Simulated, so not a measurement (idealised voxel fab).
Process module in this document: voxel transistor to metal
Square cell edge 5 nm, section width 300 nm, ID cut.
A cross-section is written here as square cells arranged in a grid, and it is given in bands from the top down, each band taking up one or more rows of cells. Top height, bottom height, nm. Materials left to right, width each, nm. Single material + "throughout" = fills band edge to edge. "air" = empty. Note: height 0 marks the level under which the wafer is uniformly one material as received. Lowest band unbounded below, written "0..down". Think of "30 to 40" as a width that walks from the first number to the second as you go down the band, top row to bottom row, taking equal-sized steps from row to row. "remained unchanged" means the step left every cell of the cross-section as it was. So "closed voids" is basically the list of trapped voids: any empty space of 8 cells or more that can't reach the top through an opening. They're written width x height at distance, the distance being from the left edge, and it's all nm. That trailing text on a step's line, after the settings, is the simulator's own remark on the step. overlay nm: for a step with a mask, the amount by which the mask lay right of where it was planned; a negative amount means left of it.
The steps planned for the process are as follows:
1: RECEIVE: material Si
2: OXIDIZE: depth nm 5
3: CONFORMAL_DEP: material SiN, thk nm 15
4: PATTERN: tone cover, mask id ACTIVE, material resist, width nm 95, pitch nm 115, thk nm 20, overlay nm 0
5: DIRECTIONAL_ETCH: etch materials SiN, depth nm 15
6: DIRECTIONAL_ETCH: etch materials SiO2, depth nm 5
7: DIRECTIONAL_ETCH: etch materials Si, depth nm 35
8: STRIP: etch materials resist
9: FILL_DEP: material SiO2, thk nm 15
10: CMP: height nm 15
11: SELECTIVE_ETCH: etch materials SiO2, depth nm 10
12: STRIP: etch materials SiN
13: SELECTIVE_ETCH: etch materials SiO2, depth nm 5
14: OXIDIZE: depth nm 5
15: DIRECTIONAL_DEP: material polySi, thk nm 20
16: DIRECTIONAL_DEP: material SiCN, thk nm 10
17: PATTERN: tone cover, mask id GATE, material resist, width nm 25, pitch nm 115, thk nm 15, overlay nm 0
18: DIRECTIONAL_ETCH: etch materials SiCN, depth nm 20
19: DIRECTIONAL_ETCH: etch materials polySi, depth nm 30
20: STRIP: etch materials resist
21: CONFORMAL_DEP: material SiN, thk nm 5
22: DIRECTIONAL_ETCH: etch materials SiN, depth nm 5
23: DIRECTIONAL_ETCH: etch materials SiO2, depth nm 5
24: EPI: material SiGe, thk nm 5
25: FILL_DEP: material SiO2, thk nm 10
26: CMP: height nm 15
27: STRIP: etch materials polySi
28: SELECTIVE_ETCH: etch materials SiO2, depth nm 5
29: CONFORMAL_DEP: material HfO2, thk nm 5
30: CONFORMAL_DEP: material TiN, thk nm 5
31: FILL_DEP: material W, thk nm 10
32: CMP: height nm 10
33: DIRECTIONAL_DEP: material SiO2, thk nm 10
34: DIRECTIONAL_DEP: material aC, thk nm 10
35: PATTERN: tone open, mask id CONTACT, material resist, width nm 15, thk nm 30, overlay nm 0
36: DIRECTIONAL_ETCH: etch materials aC, depth nm 10
37: STRIP: etch materials resist
38: DIRECTIONAL_ETCH: etch materials SiO2, depth nm 25
39: STRIP: etch materials aC
40: CONFORMAL_DEP: material TiN, thk nm 5
41: FILL_DEP: material Ru, thk nm 5
42: CMP: height nm 20
43: CONFORMAL_DEP: material SiN, thk nm 5
44: DIRECTIONAL_DEP: material SiO2, thk nm 25
45: MASKED_ETCH: tone open, mask id METAL_1, width nm 15, etch materials SiO2, depth nm 25, overlay nm 0
46: MASKED_ETCH: tone open, mask id METAL_1, width nm 15, etch materials SiN, depth nm 5, overlay nm 0
47: CONFORMAL_DEP: material TiN, thk nm 5
48: FILL_DEP: material Ru, thk nm 10
49: CMP: height nm 50
50: CONFORMAL_DEP: material SiCN, thk nm 5
51: DIRECTIONAL_DEP: material lowk, thk nm 30
52: DIRECTIONAL_DEP: material aC, thk nm 10
53: PATTERN: tone open, mask id METAL_2, material resist, width nm 15, pitch nm 115, thk nm 25, overlay nm 0
54: DIRECTIONAL_ETCH: etch materials aC, depth nm 10
55: STRIP: etch materials resist
56: DIRECTIONAL_ETCH: etch materials lowk, depth nm 20
57: STRIP: etch materials aC
58: DIRECTIONAL_DEP: material aC, thk nm 15
59: PATTERN: tone open, mask id METAL_2_HOLES, material resist, width nm 15, pitch nm 115, thk nm 30, overlay nm 0
60: DIRECTIONAL_ETCH: etch materials aC, depth nm 15
61: STRIP: etch materials resist
62: DIRECTIONAL_ETCH: etch materials lowk, depth nm 10
63: DIRECTIONAL_ETCH: etch materials SiCN, depth nm 5
64: STRIP: etch materials aC
65: CONFORMAL_DEP: material TiN, thk nm 5
66: FILL_DEP: material Ru, thk nm 10
67: CMP: height nm 85
68: CONFORMAL_DEP: material SiN, thk nm 5
First of the two wafers, run per plan:
Wafer at receipt (post step 1), cross-section:
- 0..down  Si throughout
- closed voids: none
The wafer in cross-section once step 2 is complete:
- 0..-5  SiO2 throughout
- Note: structure below -5 unchanged.
The wafer in cross-section once step 3 is complete:
- 15..0  SiN throughout
- Note: structure below 0 unchanged.
The wafer in cross-section once step 4 is complete:
- 35..15  air=45; resist=95; air=20; resist=95; air=45
- Note: structure below 15 unchanged.
The wafer in cross-section once step 5 is complete:
- 35..15  air=45; resist=95; air=20; resist=95; air=45
- 15..0  air=45; SiN=95; air=20; SiN=95; air=45
- Note: structure below 0 unchanged.
The wafer in cross-section once step 6 is complete:
- 35..15  air=45; resist=95; air=20; resist=95; air=45
- 15..0  air=45; SiN=95; air=20; SiN=95; air=45
- 0..-5  air=45; SiO2=95; air=20; SiO2=95; air=45
- Note: structure below -5 unchanged.
The wafer in cross-section once step 7 is complete:
- 35..15  air=45; resist=95; air=20; resist=95; air=45
- 15..0  air=45; SiN=95; air=20; SiN=95; air=45
- 0..-5  air=45; SiO2=95; air=20; SiO2=95; air=45
- -5..-40  air=45; Si=95; air=20; Si=95; air=45
- Note: structure below -40 unchanged.
The wafer in cross-section once step 8 is complete:
- 15..0  air=45; SiN=95; air=20; SiN=95; air=45
- Note: structure below 0 unchanged.
The wafer in cross-section once step 9 is complete:
- 30..15  SiO2 throughout
- 15..0  SiO2=45; SiN=95; SiO2=20; SiN=95; SiO2=45
- 0..-5  SiO2 throughout
- -5..-40  SiO2=45; Si=95; SiO2=20; Si=95; SiO2=45
- Note: structure below -40 unchanged.
The wafer in cross-section once step 10 is complete:
- 15..0  SiO2=45; SiN=95; SiO2=20; SiN=95; SiO2=45
- Note: structure below 0 unchanged.
The wafer in cross-section once step 11 is complete:
- 15..5  air=45; SiN=95; air=20; SiN=95; air=45
- Note: structure below 5 unchanged.
The wafer in cross-section once step 12 is complete:
- 5..0  SiO2=45; air=95; SiO2=20; air=95; SiO2=45
- Note: structure below 0 unchanged.
The wafer in cross-section once step 13 is complete:
- 0..-5  SiO2=40; air=105; SiO2=10; air=105; SiO2=40
- Note: structure below -5 unchanged.
The wafer in cross-section once step 14 is complete:
- 0..-5  SiO2=40; air=105; SiO2=10; air=105; SiO2=40
- -5..-10  SiO2 throughout
- Note: structure below -10 unchanged.
The wafer in cross-section once step 15 is complete:
- 20..15  polySi=40; air=105; polySi=10; air=105; polySi=40
- 15..0  polySi throughout
- 0..-5  SiO2=40; polySi=105; SiO2=10; polySi=105; SiO2=40
- Note: structure below -5 unchanged.
The wafer in cross-section once step 16 is complete:
- 30..25  SiCN=40; air=105; SiCN=10; air=105; SiCN=40
- 25..20  SiCN throughout
- 20..15  polySi=40; SiCN=105; polySi=10; SiCN=105; polySi=40
- Note: structure below 15 unchanged.
The wafer in cross-section once step 17 is complete:
- 45..30  air=80; resist=25; air=90; resist=25; air=80
- 30..25  SiCN=40; air=40; resist=25; air=40; SiCN=10; air=40; resist=25; air=40; SiCN=40
- Note: structure below 25 unchanged.
The wafer in cross-section once step 18 is complete:
- 45..25  air=80; resist=25; air=90; resist=25; air=80
- 25..20  air=80; SiCN=25; air=90; SiCN=25; air=80
- 20..15  polySi=40; air=40; SiCN=25; air=40; polySi=10; air=40; SiCN=25; air=40; polySi=40
- Note: structure below 15 unchanged.
The wafer in cross-section once step 19 is complete:
- 45..25  air=80; resist=25; air=90; resist=25; air=80
- 25..15  air=80; SiCN=25; air=90; SiCN=25; air=80
- 15..0  air=80; polySi=25; air=90; polySi=25; air=80
- 0..-5  SiO2=40; air=40; polySi=25; air=40; SiO2=10; air=40; polySi=25; air=40; SiO2=40
- Note: structure below -5 unchanged.
The wafer in cross-section once step 20 is complete:
- 25..15  air=80; SiCN=25; air=90; SiCN=25; air=80
- Note: structure below 15 unchanged.
The wafer in cross-section once step 21 is complete:
- 30..25  air=75; SiN=35; air=80; SiN=35; air=75
- 25..15  air=75; SiN=5; SiCN=25; SiN=5; air=80; SiN=5; SiCN=25; SiN=5; air=75
- 15..5  air=75; SiN=5; polySi=25; SiN=5; air=80; SiN=5; polySi=25; SiN=5; air=75
- 5..0  SiN=45; air=30; SiN=5; polySi=25; SiN=5; air=30; SiN=20; air=30; SiN=5; polySi=25; SiN=5; air=30; SiN=45
- 0..-5  SiO2=40; SiN=40; polySi=25; SiN=40; SiO2=10; SiN=40; polySi=25; SiN=40; SiO2=40
- Note: structure below -5 unchanged.
The wafer in cross-section once step 22 is complete:
- 25..15  air=75; SiN=5; SiCN=25; SiN=5; air=80; SiN=5; SiCN=25; SiN=5; air=75
- 15..0  air=75; SiN=5; polySi=25; SiN=5; air=80; SiN=5; polySi=25; SiN=5; air=75
- 0..-5  SiO2=40; SiN=5; air=30; SiN=5; polySi=25; SiN=5; air=30; SiN=5; SiO2=10; SiN=5; air=30; SiN=5; polySi=25; SiN=5; air=30; SiN=5; SiO2=40
- Note: structure below -5 unchanged.
The wafer in cross-section once step 23 is complete:
- 25..15  air=75; SiN=5; SiCN=25; SiN=5; air=80; SiN=5; SiCN=25; SiN=5; air=75
- 15..0  air=75; SiN=5; polySi=25; SiN=5; air=80; SiN=5; polySi=25; SiN=5; air=75
- 0..-5  air=40; SiN=5; air=30; SiN=5; polySi=25; SiN=5; air=30; SiN=5; air=10; SiN=5; air=30; SiN=5; polySi=25; SiN=5; air=30; SiN=5; air=40
- -5..-10  SiO2=45; air=30; SiO2=35; air=30; SiO2=20; air=30; SiO2=35; air=30; SiO2=45
- Note: structure below -10 unchanged.
The wafer in cross-section once step 24 is complete:
- 25..15  air=75; SiN=5; SiCN=25; SiN=5; air=80; SiN=5; SiCN=25; SiN=5; air=75
- 15..0  air=75; SiN=5; polySi=25; SiN=5; air=80; SiN=5; polySi=25; SiN=5; air=75
- 0..-5  air=40; SiN=5; air=30; SiN=5; polySi=25; SiN=5; air=30; SiN=5; air=10; SiN=5; air=30; SiN=5; polySi=25; SiN=5; air=30; SiN=5; air=40
- -5..-10  SiO2=45; SiGe=30; SiO2=35; SiGe=30; SiO2=20; SiGe=30; SiO2=35; SiGe=30; SiO2=45
- Note: structure below -10 unchanged.
The wafer in cross-section once step 25 is complete:
- 35..25  SiO2 throughout
- 25..15  SiO2=75; SiN=5; SiCN=25; SiN=5; SiO2=80; SiN=5; SiCN=25; SiN=5; SiO2=75
- 15..0  SiO2=75; SiN=5; polySi=25; SiN=5; SiO2=80; SiN=5; polySi=25; SiN=5; SiO2=75
- 0..-5  SiO2=40; SiN=5; SiO2=30; SiN=5; polySi=25; SiN=5; SiO2=30; SiN=5; SiO2=10; SiN=5; SiO2=30; SiN=5; polySi=25; SiN=5; SiO2=30; SiN=5; SiO2=40
- Note: structure below -5 unchanged.
The wafer in cross-section once step 26 is complete:
- 15..0  SiO2=75; SiN=5; polySi=25; SiN=5; SiO2=80; SiN=5; polySi=25; SiN=5; SiO2=75
- Note: structure below 0 unchanged.
The wafer in cross-section once step 27 is complete:
- 15..0  SiO2=75; SiN=5; air=25; SiN=5; SiO2=80; SiN=5; air=25; SiN=5; SiO2=75
- 0..-5  SiO2=40; SiN=5; SiO2=30; SiN=5; air=25; SiN=5; SiO2=30; SiN=5; SiO2=10; SiN=5; SiO2=30; SiN=5; air=25; SiN=5; SiO2=30; SiN=5; SiO2=40
- Note: structure below -5 unchanged.
The wafer in cross-section once step 28 is complete:
- 15..10  air=75; SiN=5; air=25; SiN=5; air=80; SiN=5; air=25; SiN=5; air=75
- 10..0  SiO2=75; SiN=5; air=25; SiN=5; SiO2=80; SiN=5; air=25; SiN=5; SiO2=75
- 0..-5  SiO2=40; SiN=5; SiO2=30; SiN=5; air=25; SiN=5; SiO2=30; SiN=5; SiO2=10; SiN=5; SiO2=30; SiN=5; air=25; SiN=5; SiO2=30; SiN=5; SiO2=40
- -5..-10  SiO2=45; SiGe=30; air=35; SiGe=30; SiO2=20; SiGe=30; air=35; SiGe=30; SiO2=45
- Note: structure below -10 unchanged.
The wafer in cross-section once step 29 is complete:
- 20..15  air=70; HfO2=15; air=15; HfO2=15; air=70; HfO2=15; air=15; HfO2=15; air=70
- 15..10  HfO2=75; SiN=5; HfO2=5; air=15; HfO2=5; SiN=5; HfO2=80; SiN=5; HfO2=5; air=15; HfO2=5; SiN=5; HfO2=75
- 10..0  SiO2=75; SiN=5; HfO2=5; air=15; HfO2=5; SiN=5; SiO2=80; SiN=5; HfO2=5; air=15; HfO2=5; SiN=5; SiO2=75
- 0..-5  SiO2=40; SiN=5; SiO2=30; SiN=5; HfO2=5; air=15; HfO2=5; SiN=5; SiO2=30; SiN=5; SiO2=10; SiN=5; SiO2=30; SiN=5; HfO2=5; air=15; HfO2=5; SiN=5; SiO2=30; SiN=5; SiO2=40
- -5..-10  SiO2=45; SiGe=30; HfO2=35; SiGe=30; SiO2=20; SiGe=30; HfO2=35; SiGe=30; SiO2=45
- Note: structure below -10 unchanged.
The wafer in cross-section once step 30 is complete:
- 25..20  air=65; TiN=25; air=5; TiN=25; air=60; TiN=25; air=5; TiN=25; air=65
- 20..15  TiN=70; HfO2=15; TiN=5; air=5; TiN=5; HfO2=15; TiN=70; HfO2=15; TiN=5; air=5; TiN=5; HfO2=15; TiN=70
- 15..10  HfO2=75; SiN=5; HfO2=5; TiN=5; air=5; TiN=5; HfO2=5; SiN=5; HfO2=80; SiN=5; HfO2=5; TiN=5; air=5; TiN=5; HfO2=5; SiN=5; HfO2=75
- 10..0  SiO2=75; SiN=5; HfO2=5; TiN=5; air=5; TiN=5; HfO2=5; SiN=5; SiO2=80; SiN=5; HfO2=5; TiN=5; air=5; TiN=5; HfO2=5; SiN=5; SiO2=75
- 0..-5  SiO2=40; SiN=5; SiO2=30; SiN=5; HfO2=5; TiN=15; HfO2=5; SiN=5; SiO2=30; SiN=5; SiO2=10; SiN=5; SiO2=30; SiN=5; HfO2=5; TiN=15; HfO2=5; SiN=5; SiO2=30; SiN=5; SiO2=40
- Note: structure below -5 unchanged.
The wafer in cross-section once step 31 is complete:
- 35..25  W throughout
- 25..20  W=65; TiN=25; W=5; TiN=25; W=60; TiN=25; W=5; TiN=25; W=65
- 20..15  TiN=70; HfO2=15; TiN=5; W=5; TiN=5; HfO2=15; TiN=70; HfO2=15; TiN=5; W=5; TiN=5; HfO2=15; TiN=70
- 15..10  HfO2=75; SiN=5; HfO2=5; TiN=5; W=5; TiN=5; HfO2=5; SiN=5; HfO2=80; SiN=5; HfO2=5; TiN=5; W=5; TiN=5; HfO2=5; SiN=5; HfO2=75
- 10..0  SiO2=75; SiN=5; HfO2=5; TiN=5; W=5; TiN=5; HfO2=5; SiN=5; SiO2=80; SiN=5; HfO2=5; TiN=5; W=5; TiN=5; HfO2=5; SiN=5; SiO2=75
- Note: structure below 0 unchanged.
The wafer in cross-section once step 32 is complete:
- 10..0  SiO2=75; SiN=5; HfO2=5; TiN=5; W=5; TiN=5; HfO2=5; SiN=5; SiO2=80; SiN=5; HfO2=5; TiN=5; W=5; TiN=5; HfO2=5; SiN=5; SiO2=75
- Note: structure below 0 unchanged.
The wafer in cross-section once step 33 is complete:
- 20..10  SiO2 throughout
- Note: structure below 10 unchanged.
The wafer in cross-section once step 34 is complete:
- 30..20  aC throughout
- Note: structure below 20 unchanged.
The wafer in cross-section once step 35 is complete:
- 60..30  resist=50; air=15; resist=55; air=15; resist=30; air=15; resist=55; air=15; resist=50
- Note: structure below 30 unchanged.
The wafer in cross-section once step 36 is complete:
- 50..30  resist=50; air=15; resist=55; air=15; resist=30; air=15; resist=55; air=15; resist=50
- 30..20  aC=50; air=15; aC=55; air=15; aC=30; air=15; aC=55; air=15; aC=50
- Note: structure below 20 unchanged.
The wafer in cross-section once step 37 is complete:
- 30..20  aC=50; air=15; aC=55; air=15; aC=30; air=15; aC=55; air=15; aC=50
- Note: structure below 20 unchanged.
The wafer in cross-section once step 38 is complete:
- 30..20  aC=50; air=15; aC=55; air=15; aC=30; air=15; aC=55; air=15; aC=50
- 20..10  SiO2=50; air=15; SiO2=55; air=15; SiO2=30; air=15; SiO2=55; air=15; SiO2=50
- 10..0  SiO2=50; air=15; SiO2=10; SiN=5; HfO2=5; TiN=5; W=5; TiN=5; HfO2=5; SiN=5; SiO2=10; air=15; SiO2=30; air=15; SiO2=10; SiN=5; HfO2=5; TiN=5; W=5; TiN=5; HfO2=5; SiN=5; SiO2=10; air=15; SiO2=50
- 0..-5  SiO2=40; SiN=5; SiO2=5; air=15; SiO2=10; SiN=5; HfO2=5; TiN=15; HfO2=5; SiN=5; SiO2=10; air=15; SiO2=5; SiN=5; SiO2=10; SiN=5; SiO2=5; air=15; SiO2=10; SiN=5; HfO2=5; TiN=15; HfO2=5; SiN=5; SiO2=10; air=15; SiO2=5; SiN=5; SiO2=40
- Note: structure below -5 unchanged.
The wafer in cross-section once step 39 is complete:
- 20..10  SiO2=50; air=15; SiO2=55; air=15; SiO2=30; air=15; SiO2=55; air=15; SiO2=50
- Note: structure below 10 unchanged.
The wafer in cross-section once step 40 is complete:
- 25..20  TiN=55; air=5; TiN=65; air=5; TiN=40; air=5; TiN=65; air=5; TiN=55
- 20..10  SiO2=50; TiN=5; air=5; TiN=5; SiO2=55; TiN=5; air=5; TiN=5; SiO2=30; TiN=5; air=5; TiN=5; SiO2=55; TiN=5; air=5; TiN=5; SiO2=50
- 10..0  SiO2=50; TiN=5; air=5; TiN=5; SiO2=10; SiN=5; HfO2=5; TiN=5; W=5; TiN=5; HfO2=5; SiN=5; SiO2=10; TiN=5; air=5; TiN=5; SiO2=30; TiN=5; air=5; TiN=5; SiO2=10; SiN=5; HfO2=5; TiN=5; W=5; TiN=5; HfO2=5; SiN=5; SiO2=10; TiN=5; air=5; TiN=5; SiO2=50
- 0..-5  SiO2=40; SiN=5; SiO2=5; TiN=15; SiO2=10; SiN=5; HfO2=5; TiN=15; HfO2=5; SiN=5; SiO2=10; TiN=15; SiO2=5; SiN=5; SiO2=10; SiN=5; SiO2=5; TiN=15; SiO2=10; SiN=5; HfO2=5; TiN=15; HfO2=5; SiN=5; SiO2=10; TiN=15; SiO2=5; SiN=5; SiO2=40
- Note: structure below -5 unchanged.
The wafer in cross-section once step 41 is complete:
- 30..25  Ru throughout
- 25..20  TiN=55; Ru=5; TiN=65; Ru=5; TiN=40; Ru=5; TiN=65; Ru=5; TiN=55
- 20..10  SiO2=50; TiN=5; Ru=5; TiN=5; SiO2=55; TiN=5; Ru=5; TiN=5; SiO2=30; TiN=5; Ru=5; TiN=5; SiO2=55; TiN=5; Ru=5; TiN=5; SiO2=50
- 10..0  SiO2=50; TiN=5; Ru=5; TiN=5; SiO2=10; SiN=5; HfO2=5; TiN=5; W=5; TiN=5; HfO2=5; SiN=5; SiO2=10; TiN=5; Ru=5; TiN=5; SiO2=30; TiN=5; Ru=5; TiN=5; SiO2=10; SiN=5; HfO2=5; TiN=5; W=5; TiN=5; HfO2=5; SiN=5; SiO2=10; TiN=5; Ru=5; TiN=5; SiO2=50
- Note: structure below 0 unchanged.
The wafer in cross-section once step 42 is complete:
- 20..10  SiO2=50; TiN=5; Ru=5; TiN=5; SiO2=55; TiN=5; Ru=5; TiN=5; SiO2=30; TiN=5; Ru=5; TiN=5; SiO2=55; TiN=5; Ru=5; TiN=5; SiO2=50
- Note: structure below 10 unchanged.
The wafer in cross-section once step 43 is complete:
- 25..20  SiN throughout
- Note: structure below 20 unchanged.
The wafer in cross-section once step 44 is complete:
- 50..25  SiO2 throughout
- Note: structure below 25 unchanged.
The wafer in cross-section once step 45 is complete:
- 50..25  SiO2=50; air=15; SiO2=55; air=15; SiO2=30; air=15; SiO2=55; air=15; SiO2=50
- Note: structure below 25 unchanged.
The wafer in cross-section once step 46 is complete:
- 50..25  SiO2=50; air=15; SiO2=55; air=15; SiO2=30; air=15; SiO2=55; air=15; SiO2=50
- 25..20  SiN=50; air=15; SiN=55; air=15; SiN=30; air=15; SiN=55; air=15; SiN=50
- Note: structure below 20 unchanged.
The wafer in cross-section once step 47 is complete:
- 55..50  TiN=55; air=5; TiN=65; air=5; TiN=40; air=5; TiN=65; air=5; TiN=55
- 50..25  SiO2=50; TiN=5; air=5; TiN=5; SiO2=55; TiN=5; air=5; TiN=5; SiO2=30; TiN=5; air=5; TiN=5; SiO2=55; TiN=5; air=5; TiN=5; SiO2=50
- 25..20  SiN=50; TiN=15; SiN=55; TiN=15; SiN=30; TiN=15; SiN=55; TiN=15; SiN=50
- Note: structure below 20 unchanged.
The wafer in cross-section once step 48 is complete:
- 65..55  Ru throughout
- 55..50  TiN=55; Ru=5; TiN=65; Ru=5; TiN=40; Ru=5; TiN=65; Ru=5; TiN=55
- 50..25  SiO2=50; TiN=5; Ru=5; TiN=5; SiO2=55; TiN=5; Ru=5; TiN=5; SiO2=30; TiN=5; Ru=5; TiN=5; SiO2=55; TiN=5; Ru=5; TiN=5; SiO2=50
- Note: structure below 25 unchanged.
The wafer in cross-section once step 49 is complete:
- 50..25  SiO2=50; TiN=5; Ru=5; TiN=5; SiO2=55; TiN=5; Ru=5; TiN=5; SiO2=30; TiN=5; Ru=5; TiN=5; SiO2=55; TiN=5; Ru=5; TiN=5; SiO2=50
- Note: structure below 25 unchanged.
The wafer in cross-section once step 50 is complete:
- 55..50  SiCN throughout
- Note: structure below 50 unchanged.
The wafer in cross-section once step 51 is complete:
- 85..55  lowk throughout
- Note: structure below 55 unchanged.
The wafer in cross-section once step 52 is complete:
- 95..85  aC throughout
- Note: structure below 85 unchanged.
The wafer in cross-section once step 53 is complete:
- 120..95  resist=50; air=15; resist=100; air=15; resist=120
- Note: structure below 95 unchanged.
The wafer in cross-section once step 54 is complete:
- 110..95  resist=50; air=15; resist=100; air=15; resist=120
- 95..85  aC=50; air=15; aC=100; air=15; aC=120
- Note: structure below 85 unchanged.
The wafer in cross-section once step 55 is complete:
- 95..85  aC=50; air=15; aC=100; air=15; aC=120
- Note: structure below 85 unchanged.
The wafer in cross-section once step 56 is complete:
- 95..85  aC=50; air=15; aC=100; air=15; aC=120
- 85..65  lowk=50; air=15; lowk=100; air=15; lowk=120
- Note: structure below 65 unchanged.
The wafer in cross-section once step 57 is complete:
- 85..65  lowk=50; air=15; lowk=100; air=15; lowk=120
- Note: structure below 65 unchanged.
The wafer in cross-section once step 58 is complete:
- 100..85  aC=50; air=15; aC=100; air=15; aC=120
- 85..80  lowk=50; air=15; lowk=100; air=15; lowk=120
- 80..65  lowk=50; aC=15; lowk=100; aC=15; lowk=120
- Note: structure below 65 unchanged.
The wafer in cross-section once step 59 is complete:
- 130..100  resist=50; air=15; resist=100; air=15; resist=120
- Note: structure below 100 unchanged.
The wafer in cross-section once step 60 is complete:
- 115..100  resist=50; air=15; resist=100; air=15; resist=120
- 100..85  aC=50; air=15; aC=100; air=15; aC=120
- 85..65  lowk=50; air=15; lowk=100; air=15; lowk=120
- Note: structure below 65 unchanged.
The wafer in cross-section once step 61 is complete:
- 100..85  aC=50; air=15; aC=100; air=15; aC=120
- Note: structure below 85 unchanged.
The wafer in cross-section once step 62 is complete:
- 100..85  aC=50; air=15; aC=100; air=15; aC=120
- 85..55  lowk=50; air=15; lowk=100; air=15; lowk=120
- Note: structure below 55 unchanged.
The wafer in cross-section once step 63 is complete:
- 100..85  aC=50; air=15; aC=100; air=15; aC=120
- 85..55  lowk=50; air=15; lowk=100; air=15; lowk=120
- 55..50  SiCN=50; air=15; SiCN=100; air=15; SiCN=120
- Note: structure below 50 unchanged.
The wafer in cross-section once step 64 is complete:
- 85..55  lowk=50; air=15; lowk=100; air=15; lowk=120
- Note: structure below 55 unchanged.
The wafer in cross-section once step 65 is complete:
- 90..85  TiN=55; air=5; TiN=110; air=5; TiN=125
- 85..55  lowk=50; TiN=5; air=5; TiN=5; lowk=100; TiN=5; air=5; TiN=5; lowk=120
- 55..50  SiCN=50; TiN=15; SiCN=100; TiN=15; SiCN=120
- Note: structure below 50 unchanged.
The wafer in cross-section once step 66 is complete:
- 100..90  Ru throughout
- 90..85  TiN=55; Ru=5; TiN=110; Ru=5; TiN=125
- 85..55  lowk=50; TiN=5; Ru=5; TiN=5; lowk=100; TiN=5; Ru=5; TiN=5; lowk=120
- Note: structure below 55 unchanged.
The wafer in cross-section once step 67 is complete:
- 85..55  lowk=50; TiN=5; Ru=5; TiN=5; lowk=100; TiN=5; Ru=5; TiN=5; lowk=120
- Note: structure below 55 unchanged.
The wafer in cross-section once step 68 is complete:
- 90..85  SiN throughout
- Note: structure below 85 unchanged.
Second wafer. Start and plan as for the first. One mistake made in running. Agrees with the first up to and including step 52:
Second wafer cross-section, taken as of the time the plan sets for step 53 to be done:
- 120..95  air=50; resist=15; air=100; resist=15; air=120
- Note: structure below 95 unchanged.
Second wafer cross-section, taken as of the time the plan sets for step 54 to be done:
- 110..95  air=50; resist=15; air=100; resist=15; air=120
- 95..85  air=50; aC=15; air=100; aC=15; air=120
- Note: structure below 85 unchanged.
Second wafer cross-section, taken as of the time the plan sets for step 55 to be done:
- 95..85  air=50; aC=15; air=100; aC=15; air=120
- Note: structure below 85 unchanged.
Second wafer cross-section, taken as of the time the plan sets for step 56 to be done:
- 95..85  air=50; aC=15; air=100; aC=15; air=120
- 85..65  air=50; lowk=15; air=100; lowk=15; air=120
- Note: structure below 65 unchanged.
Second wafer cross-section, taken as of the time the plan sets for step 57 to be done:
- 85..65  air=50; lowk=15; air=100; lowk=15; air=120
- Note: structure below 65 unchanged.
Second wafer cross-section, taken as of the time the plan sets for step 58 to be done:
- 100..85  air=50; aC=15; air=100; aC=15; air=120
- 85..80  air=50; lowk=15; air=100; lowk=15; air=120
- 80..65  aC=50; lowk=15; aC=100; lowk=15; aC=120
- Note: structure below 65 unchanged.
Second wafer cross-section, taken as of the time the plan sets for step 59 to be done:
- 130..100  resist=50; air=15; resist=100; air=15; resist=120
- 100..85  resist=50; aC=15; resist=100; aC=15; resist=120
- 85..80  resist=50; lowk=15; resist=100; lowk=15; resist=120
- Note: structure below 80 unchanged.
Second wafer cross-section, taken as of the time the plan sets for step 60 to be done:
- 115..85  resist=50; air=15; resist=100; air=15; resist=120
- Note: structure below 85 unchanged.
Second wafer cross-section, taken as of the time the plan sets for step 61 to be done:
- 85..80  air=50; lowk=15; air=100; lowk=15; air=120
- Note: structure below 80 unchanged.
Second wafer cross-section, taken as of the time the plan sets for step 62 to be done:
- 80..75  aC=50; air=15; aC=100; air=15; aC=120
- Note: structure below 75 unchanged.
Second wafer cross-section, taken as of the time the plan sets for step 63 to be done: remained unchanged
Second wafer cross-section, taken as of the time the plan sets for step 64 to be done:
- 75..65  air=50; lowk=15; air=100; lowk=15; air=120
- Note: structure below 65 unchanged.
Second wafer cross-section, taken as of the time the plan sets for step 65 to be done:
- 80..75  air=45; TiN=25; air=90; TiN=25; air=115
- 75..70  air=45; TiN=5; lowk=15; TiN=5; air=90; TiN=5; lowk=15; TiN=5; air=115
- 70..65  TiN=50; lowk=15; TiN=100; lowk=15; TiN=120
- Note: structure below 65 unchanged.
Second wafer cross-section, taken as of the time the plan sets for step 66 to be done:
- 90..80  Ru throughout
- 80..75  Ru=45; TiN=25; Ru=90; TiN=25; Ru=115
- 75..70  Ru=45; TiN=5; lowk=15; TiN=5; Ru=90; TiN=5; lowk=15; TiN=5; Ru=115
- Note: structure below 70 unchanged.
Second wafer cross-section, taken as of the time the plan sets for step 67 to be done:
- 85..80  Ru throughout
- Note: structure below 80 unchanged.
Second wafer cross-section, taken as of the time the plan sets for step 68 to be done:
- 90..85  SiN throughout
- Note: structure below 85 unchanged.
Processing error: note that step 53 departed from the planned setting and was carried out as PATTERN: tone cover, mask id METAL_2, material resist, width nm 15, pitch nm 115, thk nm 25, overlay nm 0
Cell-count delta at end, second wafer over first, by material: 148 more of Ru, 6 more of SiCN, 38 more of TiN, 192 fewer of lowk
